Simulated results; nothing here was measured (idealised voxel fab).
process module | voxel released beams
Xsec cut, 155 nm wide, square cell size 5 nm.
Notation: cross-section as square-cell grid; stated in bands, top first, going down; one or more cell rows per band. Each band's line starts with the height of the band's top and of its bottom, in nm. Then come its materials from left to right, each with its width in nm. One material with "full width" fills the band from edge to edge. "air" is empty space. We count height from 0. Below that, the starting wafer is all one material. The lowest band never ends at the bottom but goes on down; see "0 and below" for how that is written. The width entry "30 to 40" should be interpreted row by row: the top row of cells in the band takes the first number, the bottom row takes the second number, and the change between adjacent rows is uniform throughout. Where the words "no alteration" appear for a step, the cross-section shows no cell changed by that step; every cell remained as before. Closed empty spaces (no open way to the top) of 8 cells or more are what "Unvented voids" lists, each as width x height at distance from the left edge, nm for all three. It should be noted that, on the line of a given step, the content following the step's settings is a remark produced by the simulator itself with respect to that step. "overlay nm" denotes, for a step that has a mask, the displacement of the mask to the right of its planned place, with negative values corresponding to the left.
## Here's what the planned process steps look like
step 1: RECEIVE (material Si)
step 2: CONFORMAL_DEP (material Al2O3; thk nm 10)
step 3: DIRECTIONAL_DEP (material SiO2; thk nm 10)
step 4: DIRECTIONAL_DEP (material aC; thk nm 15)
step 5: PATTERN (tone open; mask id ANCHOR; material resist; width nm 40; thk nm 35; overlay nm 0)
step 6: DIRECTIONAL_ETCH (etch materials aC; depth nm 15)
step 7: STRIP (etch materials resist)
step 8: DIRECTIONAL_ETCH (etch materials SiO2; depth nm 10)
step 9: STRIP (etch materials aC)
step 10: CONFORMAL_DEP (material SiN; thk nm 15)
step 11: MASKED_ETCH (tone cover; mask id BEAM; width nm 90; etch materials SiN; depth nm 15; overlay nm 0)
step 12: STRIP (etch materials SiO2)
## First of two wafers, with the run carried out as planned
## Cross-section of the wafer as it came to us, i.e., already through step 1
> 0 and below = Si full width
> Unvented voids: none
## Step 2 complete: cross-section through the wafer
> 10 down to 0 = Al2O3 full width
> Below 0, the layers are the same as they were.
## Step 3 complete: cross-section through the wafer
> 20 down to 10 = SiO2 full width
> Below 10, the layers are the same as they were.
## Step 4 complete: cross-section through the wafer
> 35 down to 20 = aC full width
> Below 20, the layers are the same as they were.
## Step 5 complete: cross-section through the wafer
> 70 down to 35 = resist 35 nm | air 40 nm | resist 80 nm
> Below 35, the layers are the same as they were.
## Step 6 complete: cross-section through the wafer
> 55 down to 35 = resist 35 nm | air 40 nm | resist 80 nm
> 35 down to 20 = aC 35 nm | air 40 nm | aC 80 nm
> Below 20, the layers are the same as they were.
## Step 7 complete: cross-section through the wafer
> 35 down to 20 = aC 35 nm | air 40 nm | aC 80 nm
> Below 20, the layers are the same as they were.
## Step 8 complete: cross-section through the wafer
> 35 down to 20 = aC 35 nm | air 40 nm | aC 80 nm
> 20 down to 10 = SiO2 35 nm | air 40 nm | SiO2 80 nm
> Below 10, the layers are the same as they were.
## Step 9 complete: cross-section through the wafer
> 20 down to 10 = SiO2 35 nm | air 40 nm | SiO2 80 nm
> Below 10, the layers are the same as they were.
## Step 10 complete: cross-section through the wafer
> 35 down to 25 = SiN 50 nm | air 10 nm | SiN 95 nm
> 25 down to 20 = SiN full width
> 20 down to 10 = SiO2 35 nm | SiN 40 nm | SiO2 80 nm
> Below 10, the layers are the same as they were.
## Step 11 complete: cross-section through the wafer
> 35 down to 25 = air 30 nm | SiN 20 nm | air 10 nm | SiN 60 nm | air 35 nm
> 25 down to 20 = air 30 nm | SiN 90 nm | air 35 nm
> Below 20, the layers are the same as they were.
## Step 12 complete: cross-section through the wafer
> 35 down to 25 = air 30 nm | SiN 20 nm | air 10 nm | SiN 60 nm | air 35 nm
> 25 down to 20 = air 30 nm | SiN 90 nm | air 35 nm
> 20 down to 10 = air 35 nm | SiN 40 nm | air 80 nm
> Below 10, the layers are the same as they were.
## second wafer: like start, like plan, one mistake. Through step 9 it matches the first wafer
## Cross-section of the second wafer corresponding to the planned conclusion of step 10
> 45 down to 20 = SiN full width
> 20 down to 10 = SiO2 35 nm | SiN 40 nm | SiO2 80 nm
> Below 10, the layers are the same as they were.
## Cross-section of the second wafer corresponding to the planned conclusion of step 11
> 45 down to 30 = air 30 nm | SiN 90 nm | air 35 nm
> Below 30, the layers are the same as they were.
Cross-section of the second wafer corresponding to the planned conclusion of step 12: no alteration
Which mistake was made when the wafer was run? step 10: run off-plan, actual operation and settings CONFORMAL_DEP (material SiN; thk nm 25)
Per the end-of-run cell counts, the second wafer holds more or fewer of some materials than the first: 66 more of SiN | 46 more of SiO2
